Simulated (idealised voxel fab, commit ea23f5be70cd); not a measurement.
voxel transistor to metal: a process module
Pictured: cross-section cut, 195 nm wide, on a grid of 5 nm square cells.
Format of a cross-section: grid, square cells. Given as bands. Order: top down. Band: one or more rows of cells.
This entry defines a band. It first specifies the height of the band's top and the height of its bottom in nm, and then specifies the band's materials from left to right, stating each material with its width in nm. The word "edge to edge" identifies a single material that fills the band from edge to edge, while the word "air" identifies empty space.
Basically, 0 is our baseline, since under it the wafer straight out of the box is all one material. The bottom band has no lower end and keeps on going down, so it looks like "top 0, no bottom".
Width spec "30->40" -> top row of cells at first value, bottom row at second value, equal per-row change in between.
Take "remained the same" at face value: in the step it is given for, the cross-section changed in none of its cells.
The label "Completely sealed voids" introduces a list of the empty spaces, 8 cells or larger, that have no open way up to the top; each entry in it reads width x height at distance, where the distance is taken from the left edge and all three are stated in nm.
Formally, on a step line, whatever follows the settings is a remark that the simulator itself makes on the step.
overlay nm: for a step with a mask, the amount by which the mask lay right of where it was planned; a negative amount means left of it.
**The following list gives the planned process steps**
1: RECEIVE,material Si
2: OXIDIZE,depth nm 5
3: CONFORMAL_DEP,material SiN,thk nm 10
4: DIRECTIONAL_DEP,material aC,thk nm 10
5: PATTERN,tone cover,mask id ACTIVE,material resist,width nm 115,thk nm 30,overlay nm 0
6: DIRECTIONAL_ETCH,etch materials aC,depth nm 10
7: STRIP,etch materials resist
8: DIRECTIONAL_ETCH,etch materials SiN,depth nm 10
9: DIRECTIONAL_ETCH,etch materials SiO2,depth nm 5
10: DIRECTIONAL_ETCH,etch materials Si,depth nm 20
11: STRIP,etch materials aC
12: OXIDIZE,depth nm 5
13: FILL_DEP,material SiO2,thk nm 5
14: CMP,height nm 10
15: SELECTIVE_ETCH,etch materials SiO2,depth nm 10
16: STRIP,etch materials SiN
17: SELECTIVE_ETCH,etch materials SiO2,depth nm 5
18: OXIDIZE,depth nm 5
19: DIRECTIONAL_DEP,material polySi,thk nm 30
20: DIRECTIONAL_DEP,material SiCN,thk nm 15
21: PATTERN,tone cover,mask id GATE,material resist,width nm 25,thk nm 20,overlay nm 0
22: DIRECTIONAL_ETCH,etch materials SiCN,depth nm 25
23: DIRECTIONAL_ETCH,etch materials polySi,depth nm 40
24: STRIP,etch materials resist
25: CONFORMAL_DEP,material SiO2,thk nm 5
26: DIRECTIONAL_ETCH,etch materials SiO2,depth nm 5
27: CONFORMAL_DEP,material SiN,thk nm 5
28: DIRECTIONAL_ETCH,etch materials SiN,depth nm 5
29: DIRECTIONAL_ETCH,etch materials SiO2,depth nm 5
30: DIRECTIONAL_ETCH,etch materials Si,depth nm 10
31: EPI,material nSi,thk nm 10
32: FILL_DEP,material SiO2,thk nm 10
33: CMP,height nm 25
34: STRIP,etch materials polySi
35: SELECTIVE_ETCH,etch materials SiO2,depth nm 5
36: CONFORMAL_DEP,material HfO2,thk nm 5
37: CONFORMAL_DEP,material TiN,thk nm 5
38: FILL_DEP,material W,thk nm 10
39: CMP,height nm 20
40: DIRECTIONAL_DEP,material SiO2,thk nm 10
41: MASKED_ETCH,tone open,mask id CONTACT,width nm 20,pitch nm 85,etch materials SiO2,depth nm 40,overlay nm 0
42: CONFORMAL_DEP,material TiN,thk nm 5
43: FILL_DEP,material W,thk nm 5
44: CMP,height nm 30
45: CONFORMAL_DEP,material SiN,thk nm 5
46: DIRECTIONAL_DEP,material SiO2,thk nm 20
47: MASKED_ETCH,tone open,mask id METAL_1,width nm 20,pitch nm 85,etch materials SiO2,depth nm 20,overlay nm 0
48: MASKED_ETCH,tone open,mask id METAL_1,width nm 20,pitch nm 85,etch materials SiN,depth nm 5,overlay nm 0
49: CONFORMAL_DEP,material TiN,thk nm 5
50: FILL_DEP,material W,thk nm 10
51: CMP,height nm 55
52: EPI,material Ru,thk nm 5
53: FILL_DEP,material SiCN,thk nm 5
54: DIRECTIONAL_DEP,material lowk,thk nm 30
55: DIRECTIONAL_DEP,material aC,thk nm 15
56: PATTERN,tone open,mask id METAL_2_HOLES,material resist,width nm 15,pitch nm 85,thk nm 30,overlay nm 0
57: DIRECTIONAL_ETCH,etch materials aC,depth nm 15
58: STRIP,etch materials resist
59: DIRECTIONAL_ETCH,etch materials lowk,depth nm 30
60: STRIP,etch materials aC
61: MASKED_ETCH,tone open,mask id METAL_2,width nm 20,pitch nm 85,etch materials lowk,depth nm 20,overlay nm 0
62: MASKED_ETCH,tone open,mask id METAL_2,width nm 20,pitch nm 85,etch materials SiCN,depth nm 5,overlay nm 0
63: CONFORMAL_DEP,material TiN,thk nm 5
64: FILL_DEP,material Cu,thk nm 10
65: CMP,height nm 95
66: CONFORMAL_DEP,material SiN,thk nm 5
**Incoming wafer, cross-sectional view, post step 1**
    top 0, no bottom | Si edge to edge
    Completely sealed voids: none
**Wafer cross-section at module end: first of two, run to plan**
    top 100, bottom 95 | SiN edge to edge
    top 95, bottom 80 | lowk (45) | TiN (5) | Cu (10) | TiN (5) | lowk (65) | TiN (5) | Cu (10) | TiN (5) | lowk (45)
    top 80, bottom 75 | lowk (45) | TiN (5) | Cu (5) | TiN (10) | lowk (65) | TiN (5) | Cu (5) | TiN (10) | lowk (45)
    top 75, bottom 65 | lowk (45) | TiN (5) | Cu (5) | TiN (5) | lowk (70) | TiN (5) | Cu (5) | TiN (5) | lowk (50)
    top 65, bottom 60 | SiCN (45) | TiN (15) | SiCN (70) | TiN (15) | SiCN (50)
    top 60, bottom 55 | SiCN (40) | Ru (30) | SiCN (55) | Ru (30) | SiCN (40)
    top 55, bottom 35 | SiO2 (45) | TiN (5) | W (10) | TiN (5) | SiO2 (65) | TiN (5) | W (10) | TiN (5) | SiO2 (45)
    top 35, bottom 30 | SiN (45) | TiN (20) | SiN (65) | TiN (20) | SiN (45)
    top 30, bottom 20 | SiO2 (45) | TiN (5) | W (10) | TiN (5) | SiO2 (65) | TiN (5) | W (10) | TiN (5) | SiO2 (45)
    top 20, bottom 0 | SiO2 (45) | TiN (5) | W (10) | TiN (5) | SiO2 (10) | SiN (5) | HfO2 (5) | TiN (5) | W (15) | TiN (5) | HfO2 (5) | SiN (5) | SiO2 (10) | TiN (5) | W (10) | TiN (5) | SiO2 (45)
    top 0, bottom -5 | SiO2 (45) | TiN (5) | W (10) | TiN (5) | nSi (10) | SiN (5) | HfO2 (5) | TiN (25) | HfO2 (5) | SiN (5) | nSi (10) | TiN (5) | W (10) | TiN (5) | SiO2 (45)
    top -5, bottom -10 | SiO2 (45) | TiN (20) | nSi (10) | SiO2 (5) | HfO2 (35) | SiO2 (5) | nSi (10) | TiN (20) | SiO2 (45)
    top -10, bottom -20 | SiO2 (45) | nSi (30) | Si (45) | nSi (30) | SiO2 (45)
    top -20, bottom -30 | SiO2 (45) | Si (105) | SiO2 (45)
    top -30, no bottom | Si edge to edge
    Completely sealed voids: none
**End of module, second wafer, cross-section. Started like the first, planned like the first, run with one mistake**
    top 100, bottom 95 | SiN edge to edge
    top 95, bottom 80 | lowk (45) | TiN (5) | Cu (10) | TiN (5) | lowk (65) | TiN (5) | Cu (10) | TiN (5) | lowk (45)
    top 80, bottom 75 | lowk (45) | TiN (5) | Cu (5) | TiN (10) | lowk (65) | TiN (5) | Cu (5) | TiN (10) | lowk (45)
    top 75, bottom 65 | lowk (45) | TiN (5) | Cu (5) | TiN (5) | lowk (70) | TiN (5) | Cu (5) | TiN (5) | lowk (50)
    top 65, bottom 60 | SiCN (45) | TiN (15) | SiCN (70) | TiN (15) | SiCN (50)
    top 60, bottom 55 | SiCN (40) | Ru (30) | SiCN (55) | Ru (30) | SiCN (40)
    top 55, bottom 35 | SiO2 (45) | TiN (5) | W (10) | TiN (5) | SiO2 (65) | TiN (5) | W (10) | TiN (5) | SiO2 (45)
    top 35, bottom 30 | SiN (45) | TiN (20) | SiN (65) | TiN (20) | SiN (45)
    top 30, bottom 20 | SiO2 (45) | TiN (5) | W (10) | TiN (5) | SiO2 (65) | TiN (5) | W (10) | TiN (5) | SiO2 (45)
    top 20, bottom 0 | SiO2 (45) | TiN (5) | W (10) | TiN (5) | SiO2 (10) | SiN (5) | HfO2 (5) | TiN (5) | W (15) | TiN (5) | HfO2 (5) | SiN (5) | SiO2 (10) | TiN (5) | W (10) | TiN (5) | SiO2 (45)
    top 0, bottom -5 | SiO2 (45) | TiN (5) | W (10) | TiN (5) | SiO2 (10) | SiN (5) | HfO2 (5) | TiN (25) | HfO2 (5) | SiN (5) | SiO2 (10) | TiN (5) | W (10) | TiN (5) | SiO2 (45)
    top -5, bottom -10 | SiO2 (45) | TiN (20) | SiO2 (15) | HfO2 (35) | SiO2 (15) | TiN (20) | SiO2 (45)
    top -10, bottom -20 | nSi (35) | SiO2 (125) | nSi (35)
    top -20, bottom -30 | Si (35) | SiO2 (125) | Si (35)
    top -30, no bottom | Si edge to edge
    Completely sealed voids: none
It is concluded that the wafer was processed incorrectly with respect to the plan, in that so step 5 ended up running with a different setting than we planned, it ran as PATTERN,tone open,mask id ACTIVE,material resist,width nm 115,thk nm 30,overlay nm 0
Final cells, second wafer relative to first, materials higher or lower: 32 fewer of Si; 36 more of SiO2; 4 fewer of nSi
